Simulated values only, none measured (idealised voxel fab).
process module | voxel released beams
cross-section cut | 175 nm wide | cells 5 nm
A cross-section is a grid of square cells, given in bands from the top down. A band is one or more rows of cells.
Each band's line starts with the height of the band's top and of its bottom, in nm. Then come its materials from left to right, each with its width in nm. One material with "throughout" fills the band from edge to edge. "air" is empty space.
Height 0 is the level under which the wafer as received is all one material. The lowest band goes on downwards, as in "0 down".
A width such as "30 to 40" changes by the same amount from each row of cells to the next, from the band's top row to its bottom row.
"no change" after a step means that no cell of the cross-section changed.
closed voids: empty space of 8 cells or more with no open way to the top, each as width x height at its distance from the left edge, in nm
after a step's settings: what the simulator itself notes on the step
overlay nm, on a step with a mask: how far to the right of its planned place the mask lay; to the left if negative
plan
1 op RECEIVE | material Si
2 op CONFORMAL_DEP | material SiN | thk nm 5
3 op DIRECTIONAL_DEP | material SiO2 | thk nm 15
4 op PATTERN | tone open | mask id ANCHOR | material resist | width nm 25 | thk nm 15 | overlay nm 0
5 op DIRECTIONAL_ETCH | etch materials SiO2 | depth nm 15
6 op STRIP | etch materials resist
7 op CONFORMAL_DEP | material TiN | thk nm 10
8 op DIRECTIONAL_DEP | material aC | thk nm 15
9 op PATTERN | tone cover | mask id BEAM | material resist | width nm 95 | thk nm 30 | overlay nm 0
10 op DIRECTIONAL_ETCH | etch materials aC | depth nm 15
11 op STRIP | etch materials resist
12 op DIRECTIONAL_ETCH | etch materials TiN | depth nm 10
13 op STRIP | etch materials aC
14 op STRIP | etch materials SiO2
as received, after step 1
  0 down: Si throughout
  closed voids: none
first wafer at the end, as planned
  30 to 20: air 35 | TiN 15 | air 5 | TiN 75 | air 45
  20 to 15: air 40 | TiN 10 | air 5 | TiN 10 | air 110
  15 to 5: air 40 | TiN 25 | air 110
  5 to 0: SiN throughout
  0 down: Si throughout
  closed voids: none
second wafer at the end: like start, like plan, one mistake
  30 to 20: air 35 | TiN 20 | air 5 | TiN 70 | air 45
  20 to 15: air 45 | TiN 10 | air 5 | TiN 10 | air 105
  15 to 5: air 45 | TiN 25 | air 105
  5 to 0: SiN throughout
  0 down: Si throughout
  closed voids: none
what went wrong: step 4 ran as: op PATTERN | tone open | mask id ANCHOR | material resist | width nm 25 | thk nm 15 | overlay nm 5
at the end the second wafer has, in cells: as many of each material as the first, in other places
